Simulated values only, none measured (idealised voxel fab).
process module | voxel ribs on slabs
cross-section cut | 280 nm wide | cells 5 nm
A cross-section is a grid of square cells, given in bands from the top down. A band is one or more rows of cells.
Each band's line starts with the height of the band's top and of its bottom, in nm. Then come its materials from left to right, each with its width in nm. One material with "throughout" fills the band from edge to edge. "air" is empty space.
Height 0 is the level under which the wafer as received is all one material. The lowest band goes on downwards, as in "0 down".
A width such as "30 to 40" changes by the same amount from each row of cells to the next, from the band's top row to its bottom row.
"no change" after a step means that no cell of the cross-section changed.
closed voids: empty space of 8 cells or more with no open way to the top, each as width x height at its distance from the left edge, in nm
after a step's settings: what the simulator itself notes on the step
overlay nm, on a step with a mask: how far to the right of its planned place the mask lay; to the left if negative
plan
1 op RECEIVE | material Si
2 op DIRECTIONAL_DEP | material SiO2 | thk nm 30
3 op DIRECTIONAL_DEP | material polySi | thk nm 20
4 op DIRECTIONAL_DEP | material aC | thk nm 15
5 op PATTERN | tone cover | mask id RIB | material resist | width nm 30 | thk nm 30 | overlay nm 0
6 op DIRECTIONAL_ETCH | etch materials aC | depth nm 15
7 op STRIP | etch materials resist
8 op DIRECTIONAL_ETCH | etch materials polySi | depth nm 15
9 op STRIP | etch materials aC
10 op DIRECTIONAL_DEP | material aC | thk nm 15
11 op PATTERN | tone cover | mask id SLAB | material resist | width nm 70 | thk nm 30 | overlay nm 0
12 op DIRECTIONAL_ETCH | etch materials aC | depth nm 15
13 op STRIP | etch materials resist
14 op DIRECTIONAL_ETCH | etch materials polySi | depth nm 5
15 op STRIP | etch materials aC
16 op FILL_DEP | material SiO2 | thk nm 30
17 op CMP | height nm 70
18 op DIRECTIONAL_DEP | material TiN | thk nm 10
19 op DIRECTIONAL_DEP | material aC | thk nm 15
20 op PATTERN | tone cover | mask id HEATER | material resist | width nm 40 | thk nm 35 | overlay nm 0
21 op DIRECTIONAL_ETCH | etch materials aC | depth nm 15
22 op STRIP | etch materials resist
23 op DIRECTIONAL_ETCH | etch materials TiN | depth nm 10
24 op STRIP | etch materials aC
25 op CONFORMAL_DEP | material SiO2 | thk nm 5
as received, after step 1
  0 down: Si throughout
  closed voids: none
first wafer at the end, as planned
  85 to 80: air 115 | SiO2 50 | air 115
  80 to 75: air 115 | SiO2 5 | TiN 40 | SiO2 5 | air 115
  75 to 70: SiO2 120 | TiN 40 | SiO2 120
  70 to 50: SiO2 throughout
  50 to 35: SiO2 125 | polySi 30 | SiO2 125
  35 to 30: SiO2 105 | polySi 70 | SiO2 105
  30 to 0: SiO2 throughout
  0 down: Si throughout
  closed voids: none
second wafer at the end: like start, like plan, one mistake
  80 to 70: air 120 | TiN 40 | air 120
  70 to 50: SiO2 throughout
  50 to 35: SiO2 125 | polySi 30 | SiO2 125
  35 to 30: SiO2 105 | polySi 70 | SiO2 105
  30 to 0: SiO2 throughout
  0 down: Si throughout
  closed voids: none
what went wrong: step 25 was left out
at the end the second wafer has, in cells: 60 fewer of SiO2
